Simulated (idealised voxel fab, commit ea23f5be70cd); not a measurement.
Process module in this document: voxel self aligned contacts
Xsec cut, 215 nm wide, square cell size 5 nm.
This document writes a cross-section as a grid whose cells are square, and gives it as bands, listed from the top down; one or more rows of cells form a band. The band entry comprises the height of the band's top followed by the height of its bottom, expressed in nm, and subsequently the band's materials from left to right, each stated together with its width in nm. Where a single material is marked with the word "full width", that material fills the band from edge to edge. The word "blank" represents empty space. Height datum 0, below which the as-received substrate wafer is one material. Lowest band open at the bottom, running downward: "from 0 down". With a width like "30..40", each row of cells in the band differs from the next by the same amount, the top row carrying the first number and the bottom row the second. It should be understood that the words "no alterations made", when stated for a given step, signify that the cross-section underwent no change in any of its cells during that step. So "Closed internal voids" is basically the list of trapped voids: any empty space of 8 cells or more that can't reach the top through an opening. They're written width x height at distance, the distance being from the left edge, and it's all nm. Heads up: the bit after the settings on a step's line is the simulator's remark on that step. overlay nm, on a step with a mask: how far to the right of its planned place the mask lay; to the left if negative.
-- Here's what the planned process steps look like
step 1: RECEIVE (material Si)
step 2: OXIDIZE (depth nm 5)
step 3: DIRECTIONAL_DEP (material polySi; thk nm 20)
step 4: DIRECTIONAL_DEP (material SiN; thk nm 20)
step 5: MASKED_ETCH (tone cover; mask id GATE; width nm 30; pitch nm 55; etch materials SiN; depth nm 20; overlay nm 0)
step 6: MASKED_ETCH (tone cover; mask id GATE; width nm 30; pitch nm 55; etch materials polySi; depth nm 20; overlay nm 0)
step 7: CONFORMAL_DEP (material SiN; thk nm 5)
step 8: DIRECTIONAL_ETCH (etch materials SiN; depth nm 5)
step 9: FILL_DEP (material SiO2; thk nm 15)
step 10: CMP (height nm 50)
step 11: MASKED_ETCH (tone open; mask id CONTACT; width nm 35; etch materials SiO2; depth nm 55; overlay nm 0)
step 12: CONFORMAL_DEP (material TiN; thk nm 5)
step 13: FILL_DEP (material Ru; thk nm 10)
step 14: CMP (height nm 50)
step 15: CONFORMAL_DEP (material SiCN; thk nm 5)
-- First of the two wafers, run per plan
-- As-received state of the wafer in cross-section, equivalent to post-step 1
> from 0 down  Si full width
> Closed internal voids: none
-- Cross-section through the wafer, step 2 finished
> from 0 to -5  SiO2 full width
> Below a height of -5, the structure has not been altered.
-- Cross-section through the wafer, step 3 finished
> from 20 to 0  polySi full width
> Below a height of 0, the structure has not been altered.
-- Cross-section through the wafer, step 4 finished
> from 40 to 20  SiN full width
> Below a height of 20, the structure has not been altered.
-- Cross-section through the wafer, step 5 finished
> from 40 to 20  blank: 65; SiN: 30; blank: 25; SiN: 30; blank: 65
> Below a height of 20, the structure has not been altered.
-- Cross-section through the wafer, step 6 finished
> from 40 to 20  blank: 65; SiN: 30; blank: 25; SiN: 30; blank: 65
> from 20 to 0  blank: 65; polySi: 30; blank: 25; polySi: 30; blank: 65
> Below a height of 0, the structure has not been altered.
-- Cross-section through the wafer, step 7 finished
> from 45 to 20  blank: 60; SiN: 40; blank: 15; SiN: 40; blank: 60
> from 20 to 5  blank: 60; SiN: 5; polySi: 30; SiN: 5; blank: 15; SiN: 5; polySi: 30; SiN: 5; blank: 60
> from 5 to 0  SiN: 65; polySi: 30; SiN: 25; polySi: 30; SiN: 65
> Below a height of 0, the structure has not been altered.
-- Cross-section through the wafer, step 8 finished
> from 40 to 20  blank: 60; SiN: 40; blank: 15; SiN: 40; blank: 60
> from 20 to 0  blank: 60; SiN: 5; polySi: 30; SiN: 5; blank: 15; SiN: 5; polySi: 30; SiN: 5; blank: 60
> Below a height of 0, the structure has not been altered.
-- Cross-section through the wafer, step 9 finished
> from 55 to 40  SiO2 full width
> from 40 to 20  SiO2: 60; SiN: 40; SiO2: 15; SiN: 40; SiO2: 60
> from 20 to 0  SiO2: 60; SiN: 5; polySi: 30; SiN: 5; SiO2: 15; SiN: 5; polySi: 30; SiN: 5; SiO2: 60
> Below a height of 0, the structure has not been altered.
-- Cross-section through the wafer, step 10 finished
> from 50 to 40  SiO2 full width
> Below a height of 40, the structure has not been altered.
-- Cross-section through the wafer, step 11 finished
> from 50 to 40  SiO2: 90; blank: 35; SiO2: 90
> from 40 to 20  SiO2: 60; SiN: 40; blank: 15; SiN: 40; SiO2: 60
> from 20 to 0  SiO2: 60; SiN: 5; polySi: 30; SiN: 5; blank: 15; SiN: 5; polySi: 30; SiN: 5; SiO2: 60
> from 0 to -5  SiO2: 100; blank: 15; SiO2: 100
> Below a height of -5, the structure has not been altered.
-- Cross-section through the wafer, step 12 finished
> from 55 to 50  TiN: 95; blank: 25; TiN: 95
> from 50 to 40  SiO2: 90; TiN: 5..15; blank: 25..5; TiN: 5..15; SiO2: 90
> from 40 to 20  SiO2: 60; SiN: 40; TiN: 5; blank: 5; TiN: 5; SiN: 40; SiO2: 60
> from 20 to 0  SiO2: 60; SiN: 5; polySi: 30; SiN: 5; TiN: 5; blank: 5; TiN: 5; SiN: 5; polySi: 30; SiN: 5; SiO2: 60
> from 0 to -5  SiO2: 100; TiN: 15; SiO2: 100
> Below a height of -5, the structure has not been altered.
-- Cross-section through the wafer, step 13 finished
> from 65 to 55  Ru full width
> from 55 to 50  TiN: 95; Ru: 25; TiN: 95
> from 50 to 40  SiO2: 90; TiN: 5..15; Ru: 25..5; TiN: 5..15; SiO2: 90
> from 40 to 20  SiO2: 60; SiN: 40; TiN: 5; Ru: 5; TiN: 5; SiN: 40; SiO2: 60
> from 20 to 0  SiO2: 60; SiN: 5; polySi: 30; SiN: 5; TiN: 5; Ru: 5; TiN: 5; SiN: 5; polySi: 30; SiN: 5; SiO2: 60
> Below a height of 0, the structure has not been altered.
-- Cross-section through the wafer, step 14 finished
> from 50 to 40  SiO2: 90; TiN: 5..15; Ru: 25..5; TiN: 5..15; SiO2: 90
> Below a height of 40, the structure has not been altered.
-- Cross-section through the wafer, step 15 finished
> from 55 to 50  SiCN full width
> Below a height of 50, the structure has not been altered.
-- Second wafer - shared start and plan with the first - one error in running - same as the first up to step 2 inclusive
-- Second wafer, section view, time point: scheduled end of step 3
> from 20 to 0  SiN full width
> Below a height of 0, the structure has not been altered.
-- Second wafer, section view, time point: scheduled end of step 4
> from 40 to 20  polySi full width
> Below a height of 20, the structure has not been altered.
Second wafer, section view, time point: scheduled end of step 5: no alterations made
-- Second wafer, section view, time point: scheduled end of step 6
> from 40 to 20  blank: 65; polySi: 30; blank: 25; polySi: 30; blank: 65
> Below a height of 20, the structure has not been altered.
-- Second wafer, section view, time point: scheduled end of step 7
> from 45 to 40  blank: 60; SiN: 40; blank: 15; SiN: 40; blank: 60
> from 40 to 25  blank: 60; SiN: 5; polySi: 30; SiN: 5; blank: 15; SiN: 5; polySi: 30; SiN: 5; blank: 60
> from 25 to 20  SiN: 65; polySi: 30; SiN: 25; polySi: 30; SiN: 65
> Below a height of 20, the structure has not been altered.
-- Second wafer, section view, time point: scheduled end of step 8
> from 40 to 20  blank: 60; SiN: 5; polySi: 30; SiN: 5; blank: 15; SiN: 5; polySi: 30; SiN: 5; blank: 60
> Below a height of 20, the structure has not been altered.
-- Second wafer, section view, time point: scheduled end of step 9
> from 55 to 40  SiO2 full width
> from 40 to 20  SiO2: 60; SiN: 5; polySi: 30; SiN: 5; SiO2: 15; SiN: 5; polySi: 30; SiN: 5; SiO2: 60
> Below a height of 20, the structure has not been altered.
-- Second wafer, section view, time point: scheduled end of step 10
> from 50 to 40  SiO2 full width
> Below a height of 40, the structure has not been altered.
-- Second wafer, section view, time point: scheduled end of step 11
> from 50 to 40  SiO2: 90; blank: 35; SiO2: 90
> from 40 to 20  SiO2: 60; SiN: 5; polySi: 30; SiN: 5; blank: 15; SiN: 5; polySi: 30; SiN: 5; SiO2: 60
> Below a height of 20, the structure has not been altered.
-- Second wafer, section view, time point: scheduled end of step 12
> from 55 to 50  TiN: 95; blank: 25; TiN: 95
> from 50 to 40  SiO2: 90; TiN: 5..15; blank: 25..5; TiN: 5..15; SiO2: 90
> from 40 to 25  SiO2: 60; SiN: 5; polySi: 30; SiN: 5; TiN: 5; blank: 5; TiN: 5; SiN: 5; polySi: 30; SiN: 5; SiO2: 60
> from 25 to 20  SiO2: 60; SiN: 5; polySi: 30; SiN: 5; TiN: 15; SiN: 5; polySi: 30; SiN: 5; SiO2: 60
> Below a height of 20, the structure has not been altered.
-- Second wafer, section view, time point: scheduled end of step 13
> from 65 to 55  Ru full width
> from 55 to 50  TiN: 95; Ru: 25; TiN: 95
> from 50 to 40  SiO2: 90; TiN: 5..15; Ru: 25..5; TiN: 5..15; SiO2: 90
> from 40 to 25  SiO2: 60; SiN: 5; polySi: 30; SiN: 5; TiN: 5; Ru: 5; TiN: 5; SiN: 5; polySi: 30; SiN: 5; SiO2: 60
> Below a height of 25, the structure has not been altered.
-- Second wafer, section view, time point: scheduled end of step 14
> from 50 to 40  SiO2: 90; TiN: 5..15; Ru: 25..5; TiN: 5..15; SiO2: 90
> Below a height of 40, the structure has not been altered.
-- Second wafer, section view, time point: scheduled end of step 15
> from 55 to 50  SiCN full width
> Below a height of 50, the structure has not been altered.
Against the plan, the run slipped here: the executed order of steps 3 and 4 is the reverse of that specified in the plan, each step having taken the other's position
Upon completion, the second wafer contains, in terms of cells, a greater or smaller amount of certain materials than the first wafer: Ru -5 | SiN +108 | SiO2 -93 | TiN -10
